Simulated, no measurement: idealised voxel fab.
Process module in this document: voxel capacitor over wiring
It is cross-section cut that appears here, measuring 160 nm in width, its square cells being 5 nm in size.
Think of the cross-section as a grid of square cells. We describe it in bands, top to bottom, and each band covers one or more rows of those cells. Within each band entry, the heights of the top and of the bottom of the band appear first, in that order and in nm; the materials of the band then follow from left to right, each with its corresponding width in nm. The designation "edge to edge" on a single material indicates that it fills the band from edge to edge; the designation "air" indicates empty space. Ref level 0: as-received wafer is one material below here. Bottom band extends down with no lower bound ("0..down"). It should be noted that a width expressed as "30..40" varies in equal increments from row to row of cells within the band, taking the value of the first number at the top row and that of the second number at the bottom row. It should be understood that the words "nothing altered", when stated for a given step, signify that the cross-section underwent no change in any of its cells during that step. This entry, "Voids, sealed", enumerates those empty regions of no fewer than 8 cells that possess no open connection to the top. Each region is reported in the form width x height at distance, the distance being taken from the left edge, with all three quantities expressed in nm. Read whatever lies past the settings on a step's line as the simulator's own remark about the step. The line of a step may include "overlay nm". On a step with a mask, this value is how far to the right of its planned place the mask lay. A negative value means the mask lay to the left. Everything after this point is organized in pairs: a cross-section before one process step, a cross-section after it that shows only as deep as the lowest changed band, and, under the pair, the intervening step with its settings. Because different runs of this module on the same starting wafer can supply different pairs, a pair continues from the pair above it only if its entry headed "Pre-process cross-section" says so.
Pre-process cross-section
	125..105 = air=25, resist=85, air=50
	105..95 = air=25, resist=5, aC=25, resist=55, air=50
	95..90 = air=25, resist=5, aC=75, resist=5, air=50
	90..80 = air=25, aC=5, TiN=25, aC=50, resist=5, air=50
	80..75 = air=25, aC=5, Al2O3=25, TiN=50, aC=5, air=50
	75..70 = air=20, TiN=85, aC=5, air=50
	70..65 = air=20, TiN=35, Al2O3=50, aC=5, air=50
	65..55 = TiN=20, Ru=35, TiN=105
	55..35 = lowk=30, Ru=15, lowk=115
	35..30 = SiCN=30, Ru=15, SiCN=115
	30..15 = lowk=20, SiN=5, Ru=20, SiN=5, lowk=60, SiN=5, Ru=20, SiN=5, lowk=20
	15..10 = SiN=25, TiN=20, SiN=70, TiN=20, SiN=25
	10..0 = SiO2 edge to edge
	0..down = Si edge to edge
	Voids, sealed: none
Post-Step Appearance
	105..95 = air=30, aC=25, air=105
	95..90 = air=30, aC=75, air=55
	90..80 = air=25, aC=5, TiN=25, aC=50, air=55
	Nothing below the height 80 has changed.
	Voids, sealed: none
The two cross-sections above are separated by a single process step, namely STRIP, etch materials resist
Pre-process cross-section: the state before this step is the cross-section shown after the step in the pair just above.
Post-Step Appearance
	105..95 = air=30, aC=25, air=105
	95..90 = air=30, aC=75, air=55
	90..80 = air=25, aC=5, TiN=25, aC=50, air=55
	80..75 = air=25, aC=5, Al2O3=25, TiN=50, aC=5, air=50
	75..70 = air=25, TiN=80, aC=5, air=50
	70..65 = air=25, TiN=30, Al2O3=50, aC=5, air=50
	65..55 = air=20, Ru=35, TiN=55, air=50
	Nothing below the height 55 has changed.
	Voids, sealed: none
The two cross-sections above are separated by a single process step, namely DIRECTIONAL_ETCH, etch materials TiN, depth nm 10
Pre-process cross-section: the state before this step is the cross-section shown after the step in the pair just above.
Post-Step Appearance
	90..80 = air=30, TiN=25, air=105
	80..75 = air=30, Al2O3=25, TiN=50, air=55
	75..70 = air=25, TiN=80, air=55
	70..65 = air=25, TiN=30, Al2O3=50, air=55
	Nothing below the height 65 has changed.
	Voids, sealed: none
The two cross-sections above are separated by a single process step, namely STRIP, etch materials aC
Pre-process cross-section: the state before this step is the cross-section shown after the step in the pair just above.
Post-Step Appearance
	110..90 = SiO2 edge to edge
	90..80 = SiO2=30, TiN=25, SiO2=105
	80..75 = SiO2=30, Al2O3=25, TiN=50, SiO2=55
	75..70 = SiO2=25, TiN=80, SiO2=55
	70..65 = SiO2=25, TiN=30, Al2O3=50, SiO2=55
	65..55 = SiO2=20, Ru=35, TiN=55, SiO2=50
	Nothing below the height 55 has changed.
	Voids, sealed: none
The two cross-sections above are separated by a single process step, namely FILL_DEP, material SiO2, thk nm 20
Pre-process cross-section: the state before this step is the cross-section shown after the step in the pair just above.
Post-Step Appearance
	95..90 = SiO2 edge to edge
	Nothing below the height 90 has changed.
	Voids, sealed: none
The two cross-sections above are separated by a single process step, namely CMP, height nm 95
Pre-process cross-section: the state before this step is the cross-section shown after the step in the pair just above.
Post-Step Appearance
	115..95 = resist=40, air=15, resist=105
	Nothing below the height 95 has changed.
	Voids, sealed: none
The two cross-sections above are separated by a single process step, namely PATTERN, tone open, mask id PLUG_2, material resist, width nm 15, thk nm 20, overlay nm 0
Pre-process cross-section: the state before this step is the cross-section shown after the step in the pair just above.
Post-Step Appearance
	115..95 = resist=40, air=15, resist=105
	95..90 = SiO2=40, air=15, SiO2=105
	Nothing below the height 90 has changed.
	Voids, sealed: none
The two cross-sections above are separated by a single process step, namely DIRECTIONAL_ETCH, etch materials SiO2, depth nm 15
Pre-process cross-section: the state before this step is the cross-section shown after the step in the pair just above.
Post-Step Appearance
	95..90 = SiO2=40, air=15, SiO2=105
	Nothing below the height 90 has changed.
	Voids, sealed: none
The two cross-sections above are separated by a single process step, namely STRIP, etch materials resist
Pre-process cross-section: the state before this step is the cross-section shown after the step in the pair just above.
Post-Step Appearance
	100..95 = TiN=45, air=5, TiN=110
	95..90 = SiO2=40, TiN=15, SiO2=105
	Nothing below the height 90 has changed.
	Voids, sealed: none
The two cross-sections above are separated by a single process step, namely CONFORMAL_DEP, material TiN, thk nm 5
Pre-process cross-section: the state before this step is the cross-section shown after the step in the pair just above.
Post-Step Appearance
	105..100 = Cu edge to edge
	100..95 = TiN=45, Cu=5, TiN=110
	Nothing below the height 95 has changed.
	Voids, sealed: none
The two cross-sections above are separated by a single process step, namely FILL_DEP, material Cu, thk nm 5
Pre-process cross-section: the state before this step is the cross-section shown after the step in the pair just above.
Post-Step Appearance
	95..90 = SiO2=40, TiN=15, SiO2=105
	Nothing below the height 90 has changed.
	Voids, sealed: none
The two cross-sections above are separated by a single process step, namely CMP, height nm 95
Pre-process cross-section: the state before this step is the cross-section shown after the step in the pair just above.
Post-Step Appearance
	100..95 = SiCN edge to edge
	Nothing below the height 95 has changed.
	Voids, sealed: none
The two cross-sections above are separated by a single process step, namely CONFORMAL_DEP, material SiCN, thk nm 5
Pre-process cross-section
	30..15 = lowk=20, SiN=5, Ru=20, SiN=5, lowk=60, SiN=5, Ru=20, SiN=5, lowk=20
	15..10 = SiN=25, TiN=20, SiN=70, TiN=20, SiN=25
	10..0 = SiO2 edge to edge
	0..down = Si edge to edge
	Voids, sealed: none
Post-Step Appearance
	50..30 = lowk edge to edge
	Nothing below the height 30 has changed.
	Voids, sealed: none
The two cross-sections above are separated by a single process step, namely DIRECTIONAL_DEP, material lowk, thk nm 20
Pre-process cross-section: the state before this step is the cross-section shown after the step in the pair just above.
Post-Step Appearance
	55..50 = SiCN edge to edge
	Nothing below the height 50 has changed.
	Voids, sealed: none
The two cross-sections above are separated by a single process step, namely CONFORMAL_DEP, material SiCN, thk nm 5
Pre-process cross-section: the state before this step is the cross-section shown after the step in the pair just above.
Post-Step Appearance
	65..55 = aC edge to edge
	Nothing below the height 55 has changed.
	Voids, sealed: none
The two cross-sections above are separated by a single process step, namely DIRECTIONAL_DEP, material aC, thk nm 10
Pre-process cross-section: the state before this step is the cross-section shown after the step in the pair just above.
Post-Step Appearance
	90..65 = resist=30, air=15, resist=115
	Nothing below the height 65 has changed.
	Voids, sealed: none
The two cross-sections above are separated by a single process step, namely PATTERN, tone open, mask id PLUG_1, material resist, width nm 15, thk nm 25, overlay nm 0
Pre-process cross-section: the state before this step is the cross-section shown after the step in the pair just above.
Post-Step Appearance
	80..65 = resist=30, air=15, resist=115
	65..55 = aC=30, air=15, aC=115
	Nothing below the height 55 has changed.
	Voids, sealed: none
The two cross-sections above are separated by a single process step, namely DIRECTIONAL_ETCH, etch materials aC, depth nm 10
Pre-process cross-section: the state before this step is the cross-section shown after the step in the pair just above.
Post-Step Appearance
	65..55 = aC=30, air=15, aC=115
	Nothing below the height 55 has changed.
	Voids, sealed: none
The two cross-sections above are separated by a single process step, namely STRIP, etch materials resist
Pre-process cross-section: the state before this step is the cross-section shown after the step in the pair just above.
Post-Step Appearance
	65..55 = aC=30, air=15, aC=115
	55..50 = SiCN=30, air=15, SiCN=115
	Nothing below the height 50 has changed.
	Voids, sealed: none
The two cross-sections above are separated by a single process step, namely DIRECTIONAL_ETCH, etch materials SiCN, depth nm 5
Pre-process cross-section: the state before this step is the cross-section shown after the step in the pair just above.
Post-Step Appearance
	55..50 = SiCN=30, air=15, SiCN=115
	Nothing below the height 50 has changed.
	Voids, sealed: none
The two cross-sections above are separated by a single process step, namely STRIP, etch materials aC
Pre-process cross-section: the state before this step is the cross-section shown after the step in the pair just above.
Post-Step Appearance
	65..60 = TiN=30, air=15, TiN=115
	60..55 = TiN edge to edge
	55..50 = SiCN=30, TiN=15, SiCN=115
	Nothing below the height 50 has changed.
	Voids, sealed: none
The two cross-sections above are separated by a single process step, namely DIRECTIONAL_DEP, material TiN, thk nm 10
Pre-process cross-section: the state before this step is the cross-section shown after the step in the pair just above.
Post-Step Appearance
	70..65 = Al2O3=30, air=15, Al2O3=115
	65..60 = TiN=30, Al2O3=15, TiN=115
	Nothing below the height 60 has changed.
	Voids, sealed: none
The two cross-sections above are separated by a single process step, namely DIRECTIONAL_DEP, material Al2O3, thk nm 5
Pre-process cross-section: the state before this step is the cross-section shown after the step in the pair just above.
Post-Step Appearance
	80..75 = TiN=30, air=15, TiN=115
	75..70 = TiN edge to edge
	70..65 = Al2O3=30, TiN=15, Al2O3=115
	Nothing below the height 65 has changed.
	Voids, sealed: none
The two cross-sections above are separated by a single process step, namely DIRECTIONAL_DEP, material TiN, thk nm 10
Pre-process cross-section: the state before this step is the cross-section shown after the step in the pair just above.
Post-Step Appearance
	80..70 = air=45..30, TiN=60..75, air=55
	Nothing below the height 70 has changed.
	Voids, sealed: none
The two cross-sections above are separated by a single process step, namely MASKED_ETCH, tone cover, mask id UPPER_PLATE, width nm 75, etch materials TiN, depth nm 10, overlay nm 0
Pre-process cross-section: the state before this step is the cross-section shown after the step in the pair just above.
Post-Step Appearance
	80..70 = air=45..30, TiN=60..75, air=55
	70..65 = air=30, TiN=15, Al2O3=60, air=55
	Nothing below the height 65 has changed.
	Voids, sealed: none
The two cross-sections above are separated by a single process step, namely MASKED_ETCH, tone cover, mask id UPPER_PLATE, width nm 75, etch materials Al2O3, depth nm 5, overlay nm 0
Pre-process cross-section: the state before this step is the cross-section shown after the step in the pair just above.
Post-Step Appearance
	95..90 = air=45, aC=60, air=55
	90..80 = air=30, aC=75, air=55
	80..70 = aC=45..30, TiN=60..75, aC=55
	70..65 = aC=30, TiN=15, Al2O3=60, aC=55
	Nothing below the height 65 has changed.
	Voids, sealed: none
The two cross-sections above are separated by a single process step, namely DIRECTIONAL_DEP, material aC, thk nm 15
Pre-process cross-section: the state before this step is the cross-section shown after the step in the pair just above.
Post-Step Appearance
	130..95 = air=25, resist=85, air=50
	95..90 = air=25, resist=20, aC=60, resist=5, air=50
	90..80 = air=25, resist=5, aC=75, resist=5, air=50
	Nothing below the height 80 has changed.
	Voids, sealed: none
The two cross-sections above are separated by a single process step, namely PATTERN, tone cover, mask id LOWER_PLATE, material resist, width nm 85, thk nm 35, overlay nm 0
Pre-process cross-section: the state before this step is the cross-section shown after the step in the pair just above.
Post-Step Appearance
	115..95 = air=25, resist=85, air=50
	95..90 = air=25, resist=20, aC=60, resist=5, air=50
	90..80 = air=25, resist=5, aC=75, resist=5, air=50
	80..70 = air=25, aC=20..5, TiN=60..75, aC=5, air=50
	70..65 = air=25, aC=5, TiN=15, Al2O3=60, aC=5, air=50
	Nothing below the height 65 has changed.
	Voids, sealed: none
The two cross-sections above are separated by a single process step, namely DIRECTIONAL_ETCH, etch materials aC, depth nm 15
Pre-process cross-section: the state before this step is the cross-section shown after the step in the pair just above.
Post-Step Appearance
	95..90 = air=45, aC=60, air=55
	90..80 = air=30, aC=75, air=55
	Nothing below the height 80 has changed.
	Voids, sealed: none
The two cross-sections above are separated by a single process step, namely STRIP, etch materials resist
Pre-process cross-section: the state before this step is the cross-section shown after the step in the pair just above.
Post-Step Appearance
	95..90 = air=45, aC=60, air=55
	90..80 = air=30, aC=75, air=55
	80..70 = air=25, aC=20..5, TiN=60..75, aC=5, air=50
	70..65 = air=25, aC=5, TiN=15, Al2O3=60, aC=5, air=50
	65..60 = air=25, TiN=5, Al2O3=15, TiN=65, air=50
	60..55 = air=25, TiN=85, air=50
	Nothing below the height 55 has changed.
	Voids, sealed: none
The two cross-sections above are separated by a single process step, namely DIRECTIONAL_ETCH, etch materials TiN, depth nm 10
Pre-process cross-section: the state before this step is the cross-section shown after the step in the pair just above.
Post-Step Appearance
	80..70 = air=45..30, TiN=60..75, air=55
	70..65 = air=30, TiN=15, Al2O3=60, air=55
	Nothing below the height 65 has changed.
	Voids, sealed: none
The two cross-sections above are separated by a single process step, namely STRIP, etch materials aC
Pre-process cross-section: the state before this step is the cross-section shown after the step in the pair just above.
Post-Step Appearance
	100..80 = SiO2 edge to edge
	80..70 = SiO2=45..30, TiN=60..75, SiO2=55
	70..65 = SiO2=30, TiN=15, Al2O3=60, SiO2=55
	65..60 = SiO2=25, TiN=5, Al2O3=15, TiN=65, SiO2=50
	60..55 = SiO2=25, TiN=85, SiO2=50
	Nothing below the height 55 has changed.
	Voids, sealed: none
The two cross-sections above are separated by a single process step, namely FILL_DEP, material SiO2, thk nm 20
Pre-process cross-section: the state before this step is the cross-section shown after the step in the pair just above.
Post-Step Appearance
	95..80 = SiO2 edge to edge
	Nothing below the height 80 has changed.
	Voids, sealed: none
The two cross-sections above are separated by a single process step, namely CMP, height nm 95
Pre-process cross-section: the state before this step is the cross-section shown after the step in the pair just above.
Post-Step Appearance
	115..95 = resist=40, air=15, resist=105
	Nothing below the height 95 has changed.
	Voids, sealed: none
The two cross-sections above are separated by a single process step, namely PATTERN, tone open, mask id PLUG_2, material resist, width nm 15, thk nm 20, overlay nm 0
Pre-process cross-section: the state before this step is the cross-section shown after the step in the pair just above.
Post-Step Appearance
	115..95 = resist=40, air=15, resist=105
	95..80 = SiO2=40, air=15, SiO2=105
	Nothing below the height 80 has changed.
	Voids, sealed: none
The two cross-sections above are separated by a single process step, namely DIRECTIONAL_ETCH, etch materials SiO2, depth nm 15
Pre-process cross-section: the state before this step is the cross-section shown after the step in the pair just above.
Post-Step Appearance
	95..80 = SiO2=40, air=15, SiO2=105
	Nothing below the height 80 has changed.
	Voids, sealed: none
The two cross-sections above are separated by a single process step, namely STRIP, etch materials resist
Pre-process cross-section: the state before this step is the cross-section shown after the step in the pair just above.
Post-Step Appearance
	100..95 = TiN=45, air=5, TiN=110
	95..85 = SiO2=40, TiN=5, air=5, TiN=5, SiO2=105
	85..75 = SiO2=40..45, TiN=15..60, SiO2=105..55
	Nothing below the height 75 has changed.
	Voids, sealed: none
The two cross-sections above are separated by a single process step, namely CONFORMAL_DEP, material TiN, thk nm 5
Pre-process cross-section: the state before this step is the cross-section shown after the step in the pair just above.
Post-Step Appearance
	105..100 = Cu edge to edge
	100..95 = TiN=45, Cu=5, TiN=110
	95..85 = SiO2=40, TiN=5, Cu=5, TiN=5, SiO2=105
	Nothing below the height 85 has changed.
	Voids, sealed: none
The two cross-sections above are separated by a single process step, namely FILL_DEP, material Cu, thk nm 5
Pre-process cross-section: the state before this step is the cross-section shown after the step in the pair just above.
Post-Step Appearance
	95..85 = SiO2=40, TiN=5, Cu=5, TiN=5, SiO2=105
	Nothing below the height 85 has changed.
	Voids, sealed: none
The two cross-sections above are separated by a single process step, namely CMP, height nm 95
Pre-process cross-section: the state before this step is the cross-section shown after the step in the pair just above.
Post-Step Appearance
	100..95 = SiCN edge to edge
	Nothing below the height 95 has changed.
	Voids, sealed: none
The two cross-sections above are separated by a single process step, namely CONFORMAL_DEP, material SiCN, thk nm 5
Pre-process cross-section
	65..55 = aC=30, air=15, aC=115
	55..35 = lowk edge to edge
	35..30 = SiCN edge to edge
	30..15 = lowk=20, SiN=5, Ru=20, SiN=5, lowk=60, SiN=5, Ru=20, SiN=5, lowk=20
	15..10 = SiN=25, TiN=20, SiN=70, TiN=20, SiN=25
	10..0 = SiO2 edge to edge
	0..down = Si edge to edge
	Voids, sealed: none
Post-Step Appearance
	65..55 = aC=30, air=15, aC=115
	55..40 = lowk=30, air=15, lowk=115
	Nothing below the height 40 has changed.
	Voids, sealed: none
The two cross-sections above are separated by a single process step, namely DIRECTIONAL_ETCH, etch materials lowk, depth nm 15
Pre-process cross-section: the state before this step is the cross-section shown after the step in the pair just above.
Post-Step Appearance
	55..40 = lowk=30, air=15, lowk=115
	Nothing below the height 40 has changed.
	Voids, sealed: none
The two cross-sections above are separated by a single process step, namely STRIP, etch materials aC
Pre-process cross-section: the state before this step is the cross-section shown after the step in the pair just above.
Post-Step Appearance
	65..55 = TiN=30, air=15, TiN=115
	55..50 = lowk=30, air=15, lowk=115
	50..40 = lowk=30, TiN=15, lowk=115
	Nothing below the height 40 has changed.
	Voids, sealed: none
The two cross-sections above are separated by a single process step, namely DIRECTIONAL_DEP, material TiN, thk nm 10
Pre-process cross-section: the state before this step is the cross-section shown after the step in the pair just above.
Post-Step Appearance
	70..65 = Al2O3=30, air=15, Al2O3=115
	65..55 = TiN=30, air=15, TiN=115
	55..50 = lowk=30, Al2O3=15, lowk=115
	Nothing below the height 50 has changed.
	Voids, sealed: none
The two cross-sections above are separated by a single process step, namely DIRECTIONAL_DEP, material Al2O3, thk nm 5
Pre-process cross-section: the state before this step is the cross-section shown after the step in the pair just above.
Post-Step Appearance
	80..70 = TiN=30, air=15, TiN=115
	70..65 = Al2O3=30, air=15, Al2O3=115
	65..55 = TiN edge to edge
	Nothing below the height 55 has changed.
	Voids, sealed: none
The two cross-sections above are separated by a single process step, namely DIRECTIONAL_DEP, material TiN, thk nm 10
Pre-process cross-section: the state before this step is the cross-section shown after the step in the pair just above.
Post-Step Appearance
	80..70 = air=45, TiN=60, air=55
	Nothing below the height 70 has changed.
	Voids, sealed: none
The two cross-sections above are separated by a single process step, namely MASKED_ETCH, tone cover, mask id UPPER_PLATE, width nm 75, etch materials TiN, depth nm 10, overlay nm 0
Pre-process cross-section: the state before this step is the cross-section shown after the step in the pair just above.
Post-Step Appearance
	80..70 = air=45, TiN=60, air=55
	70..65 = air=45, Al2O3=60, air=55
	Nothing below the height 65 has changed.
	Voids, sealed: none
The two cross-sections above are separated by a single process step, namely MASKED_ETCH, tone cover, mask id UPPER_PLATE, width nm 75, etch materials Al2O3, depth nm 5, overlay nm 0
Pre-process cross-section: the state before this step is the cross-section shown after the step in the pair just above.
Post-Step Appearance
	95..80 = air=45, aC=60, air=55
	80..70 = aC=45, TiN=60, aC=55
	70..65 = aC=45, Al2O3=60, aC=55
	Nothing below the height 65 has changed.
	Voids, sealed: none
The two cross-sections above are separated by a single process step, namely DIRECTIONAL_DEP, material aC, thk nm 15
Pre-process cross-section: the state before this step is the cross-section shown after the step in the pair just above.
Post-Step Appearance
	130..95 = air=25, resist=85, air=50
	95..80 = air=25, resist=20, aC=60, resist=5, air=50
	Nothing below the height 80 has changed.
	Voids, sealed: none
The two cross-sections above are separated by a single process step, namely PATTERN, tone cover, mask id LOWER_PLATE, material resist, width nm 85, thk nm 35, overlay nm 0
Pre-process cross-section: the state before this step is the cross-section shown after the step in the pair just above.
Post-Step Appearance
	115..95 = air=25, resist=85, air=50
	95..80 = air=25, resist=20, aC=60, resist=5, air=50
	80..70 = air=25, aC=20, TiN=60, aC=5, air=50
	70..65 = air=25, aC=20, Al2O3=60, aC=5, air=50
	Nothing below the height 65 has changed.
	Voids, sealed: none
The two cross-sections above are separated by a single process step, namely DIRECTIONAL_ETCH, etch materials aC, depth nm 15
Pre-process cross-section: the state before this step is the cross-section shown after the step in the pair just above.
Post-Step Appearance
	95..80 = air=45, aC=60, air=55
	Nothing below the height 80 has changed.
	Voids, sealed: none
The two cross-sections above are separated by a single process step, namely STRIP, etch materials resist
Pre-process cross-section: the state before this step is the cross-section shown after the step in the pair just above.
Post-Step Appearance
	95..80 = air=45, aC=60, air=55
	80..70 = air=25, aC=20, TiN=60, aC=5, air=50
	70..65 = air=25, aC=20, Al2O3=60, aC=5, air=50
	65..55 = air=25, TiN=85, air=50
	Nothing below the height 55 has changed.
	Voids, sealed: none
The two cross-sections above are separated by a single process step, namely DIRECTIONAL_ETCH, etch materials TiN, depth nm 10
Pre-process cross-section: the state before this step is the cross-section shown after the step in the pair just above.
Post-Step Appearance
	80..70 = air=45, TiN=60, air=55
	70..65 = air=45, Al2O3=60, air=55
	Nothing below the height 65 has changed.
	Voids, sealed: none
The two cross-sections above are separated by a single process step, namely STRIP, etch materials aC
Pre-process cross-section: the state before this step is the cross-section shown after the step in the pair just above.
Post-Step Appearance
	100..80 = SiO2 edge to edge
	80..70 = SiO2=45, TiN=60, SiO2=55
	70..65 = SiO2=45, Al2O3=60, SiO2=55
	65..55 = SiO2=25, TiN=85, SiO2=50
	Nothing below the height 55 has changed.
	Voids, sealed: none
The two cross-sections above are separated by a single process step, namely FILL_DEP, material SiO2, thk nm 20
Pre-process cross-section: the state before this step is the cross-section shown after the step in the pair just above.
Post-Step Appearance
	95..80 = SiO2 edge to edge
	Nothing below the height 80 has changed.
	Voids, sealed: none
The two cross-sections above are separated by a single process step, namely CMP, height nm 95
Pre-process cross-section: the state before this step is the cross-section shown after the step in the pair just above.
Post-Step Appearance
	115..95 = resist=40, air=15, resist=105
	Nothing below the height 95 has changed.
	Voids, sealed: none
The two cross-sections above are separated by a single process step, namely PATTERN, tone open, mask id PLUG_2, material resist, width nm 15, thk nm 20, overlay nm 0
Pre-process cross-section: the state before this step is the cross-section shown after the step in the pair just above.
Post-Step Appearance
	115..95 = resist=40, air=15, resist=105
	95..80 = SiO2=40, air=15, SiO2=105
	Nothing below the height 80 has changed.
	Voids, sealed: none
The two cross-sections above are separated by a single process step, namely DIRECTIONAL_ETCH, etch materials SiO2, depth nm 15
Pre-process cross-section: the state before this step is the cross-section shown after the step in the pair just above.
Post-Step Appearance
	95..80 = SiO2=40, air=15, SiO2=105
	Nothing below the height 80 has changed.
	Voids, sealed: none
The two cross-sections above are separated by a single process step, namely STRIP, etch materials resist
Pre-process cross-section: the state before this step is the cross-section shown after the step in the pair just above.
Post-Step Appearance
	100..95 = TiN=45, air=5, TiN=110
	95..85 = SiO2=40, TiN=5, air=5, TiN=5, SiO2=105
	85..80 = SiO2=40, TiN=15, SiO2=105
	Nothing below the height 80 has changed.
	Voids, sealed: none
The two cross-sections above are separated by a single process step, namely CONFORMAL_DEP, material TiN, thk nm 5
Pre-process cross-section: the state before this step is the cross-section shown after the step in the pair just above.
Post-Step Appearance
	105..100 = Cu edge to edge
	100..95 = TiN=45, Cu=5, TiN=110
	95..85 = SiO2=40, TiN=5, Cu=5, TiN=5, SiO2=105
	Nothing below the height 85 has changed.
	Voids, sealed: none
The two cross-sections above are separated by a single process step, namely FILL_DEP, material Cu, thk nm 5
Pre-process cross-section: the state before this step is the cross-section shown after the step in the pair just above.
Post-Step Appearance
	95..85 = SiO2=40, TiN=5, Cu=5, TiN=5, SiO2=105
	Nothing below the height 85 has changed.
	Voids, sealed: none
The two cross-sections above are separated by a single process step, namely CMP, height nm 95
Pre-process cross-section: the state before this step is the cross-section shown after the step in the pair just above.
Post-Step Appearance
	100..95 = SiCN edge to edge
	Nothing below the height 95 has changed.
	Voids, sealed: none
The two cross-sections above are separated by a single process step, namely CONFORMAL_DEP, material SiCN, thk nm 5
Pre-process cross-section
	30..15 = Ru edge to edge
	15..10 = TiN edge to edge
	10..0 = SiO2 edge to edge
	0..down = Si edge to edge
	Voids, sealed: none
Post-Step Appearance
	30..15 = air=30, Ru=15, air=75, Ru=15, air=25
	Nothing below the height 15 has changed.
	Voids, sealed: none
The two cross-sections above are separated by a single process step, namely MASKED_ETCH, tone cover, mask id METAL_1, width nm 15, pitch nm 90, etch materials Ru, depth nm 15, overlay nm 0
Pre-process cross-section: the state before this step is the cross-section shown after the step in the pair just above.
Post-Step Appearance
	30..15 = air=30, Ru=15, air=75, Ru=15, air=25
	15..10 = air=25, TiN=20, air=70, TiN=20, air=25
	Nothing below the height 10 has changed.
	Voids, sealed: none
The two cross-sections above are separated by a single process step, namely MASKED_ETCH, tone cover, mask id METAL_1, width nm 20, pitch nm 90, etch materials TiN, depth nm 5, overlay nm 0
Pre-process cross-section: the state before this step is the cross-section shown after the step in the pair just above.
Post-Step Appearance
	35..30 = air=25, SiN=25, air=65, SiN=25, air=20
	30..20 = air=25, SiN=5, Ru=15, SiN=5, air=65, SiN=5, Ru=15, SiN=5, air=20
	20..15 = air=20, SiN=10, Ru=15, SiN=5, air=60, SiN=10, Ru=15, SiN=5, air=20
	15..10 = SiN=25, TiN=20, SiN=70, TiN=20, SiN=25
	Nothing below the height 10 has changed.
	Voids, sealed: none
The two cross-sections above are separated by a single process step, namely CONFORMAL_DEP, material SiN, thk nm 5
Pre-process cross-section: the state before this step is the cross-section shown after the step in the pair just above.
Post-Step Appearance
	40..35 = lowk edge to edge
	35..30 = lowk=25, SiN=25, lowk=65, SiN=25, lowk=20
	30..20 = lowk=25, SiN=5, Ru=15, SiN=5, lowk=65, SiN=5, Ru=15, SiN=5, lowk=20
	20..15 = lowk=20, SiN=10, Ru=15, SiN=5, lowk=60, SiN=10, Ru=15, SiN=5, lowk=20
	Nothing below the height 15 has changed.
	Voids, sealed: none
The two cross-sections above are separated by a single process step, namely FILL_DEP, material lowk, thk nm 5
Pre-process cross-section: the state before this step is the cross-section shown after the step in the pair just above.
Post-Step Appearance
	30..20 = lowk=25, SiN=5, Ru=15, SiN=5, lowk=65, SiN=5, Ru=15, SiN=5, lowk=20
	Nothing below the height 20 has changed.
	Voids, sealed: none
The two cross-sections above are separated by a single process step, namely CMP, height nm 30
Pre-process cross-section: the state before this step is the cross-section shown after the step in the pair just above.
Post-Step Appearance
	35..30 = SiCN edge to edge
	Nothing below the height 30 has changed.
	Voids, sealed: none
The two cross-sections above are separated by a single process step, namely CONFORMAL_DEP, material SiCN, thk nm 5
Pre-process cross-section: the state before this step is the cross-section shown after the step in the pair just above.
Post-Step Appearance
	55..35 = lowk edge to edge
	Nothing below the height 35 has changed.
	Voids, sealed: none
The two cross-sections above are separated by a single process step, namely DIRECTIONAL_DEP, material lowk, thk nm 20
Pre-process cross-section: the state before this step is the cross-section shown after the step in the pair just above.
Post-Step Appearance
	65..55 = aC edge to edge
	Nothing below the height 55 has changed.
	Voids, sealed: none
The two cross-sections above are separated by a single process step, namely DIRECTIONAL_DEP, material aC, thk nm 10
Pre-process cross-section: the state before this step is the cross-section shown after the step in the pair just above.
Post-Step Appearance
	90..65 = resist=30, air=15, resist=115
	Nothing below the height 65 has changed.
	Voids, sealed: none
The two cross-sections above are separated by a single process step, namely PATTERN, tone open, mask id PLUG_1, material resist, width nm 15, thk nm 25, overlay nm 0
Pre-process cross-section: the state before this step is the cross-section shown after the step in the pair just above.
Post-Step Appearance
	80..65 = resist=30, air=15, resist=115
	65..55 = aC=30, air=15, aC=115
	Nothing below the height 55 has changed.
	Voids, sealed: none
The two cross-sections above are separated by a single process step, namely DIRECTIONAL_ETCH, etch materials aC, depth nm 10
Pre-process cross-section: the state before this step is the cross-section shown after the step in the pair just above.
Post-Step Appearance
	65..55 = aC=30, air=15, aC=115
	Nothing below the height 55 has changed.
	Voids, sealed: none
The two cross-sections above are separated by a single process step, namely STRIP, etch materials resist
Pre-process cross-section: the state before this step is the cross-section shown after the step in the pair just above.
Post-Step Appearance
	65..55 = aC=30, air=15, aC=115
	55..35 = lowk=30, air=15, lowk=115
	Nothing below the height 35 has changed.
	Voids, sealed: none
The two cross-sections above are separated by a single process step, namely DIRECTIONAL_ETCH, etch materials lowk, depth nm 20
Pre-process cross-section: the state before this step is the cross-section shown after the step in the pair just above.
Post-Step Appearance
	65..55 = aC=30, air=15, aC=115
	55..35 = lowk=30, air=15, lowk=115
	35..30 = SiCN=30, air=15, SiCN=115
	Nothing below the height 30 has changed.
	Voids, sealed: none
The two cross-sections above are separated by a single process step, namely DIRECTIONAL_ETCH, etch materials SiCN, depth nm 5
Pre-process cross-section: the state before this step is the cross-section shown after the step in the pair just above.
Post-Step Appearance
	55..35 = lowk=30, air=15, lowk=115
	Nothing below the height 35 has changed.
	Voids, sealed: none
The two cross-sections above are separated by a single process step, namely STRIP, etch materials aC
Pre-process cross-section: the state before this step is the cross-section shown after the step in the pair just above.
Post-Step Appearance
	55..40 = lowk=30, air=15, lowk=115
	40..35 = lowk=30, Ru=15, lowk=115
	35..30 = SiCN=30, Ru=15, SiCN=115
	Nothing below the height 30 has changed.
	Voids, sealed: none
The two cross-sections above are separated by a single process step, namely EPI, material Ru, thk nm 10
Pre-process cross-section: the state before this step is the cross-section shown after the step in the pair just above.
Post-Step Appearance
	55..50 = lowk=30, air=15, lowk=115
	50..35 = lowk=30, Ru=15, lowk=115
	Nothing below the height 35 has changed.
	Voids, sealed: none
The two cross-sections above are separated by a single process step, namely EPI, material Ru, thk nm 10
Pre-process cross-section: the state before this step is the cross-section shown after the step in the pair just above.
Post-Step Appearance
	55..35 = lowk=30, Ru=15, lowk=115
	Nothing below the height 35 has changed.
	Voids, sealed: none
The two cross-sections above are separated by a single process step, namely EPI, material Ru, thk nm 5
Pre-process cross-section: the state before this step is the cross-section shown after the step in the pair just above.
Post-Step Appearance
	65..55 = TiN edge to edge
	Nothing below the height 55 has changed.
	Voids, sealed: none
The two cross-sections above are separated by a single process step, namely DIRECTIONAL_DEP, material TiN, thk nm 10
Pre-process cross-section: the state before this step is the cross-section shown after the step in the pair just above.
Post-Step Appearance
	70..65 = Al2O3 edge to edge
	Nothing below the height 65 has changed.
	Voids, sealed: none
The two cross-sections above are separated by a single process step, namely DIRECTIONAL_DEP, material Al2O3, thk nm 5
Pre-process cross-section: the state before this step is the cross-section shown after the step in the pair just above.
Post-Step Appearance
	80..70 = TiN edge to edge
	Nothing below the height 70 has changed.
	Voids, sealed: none
The two cross-sections above are separated by a single process step, namely DIRECTIONAL_DEP, material TiN, thk nm 10
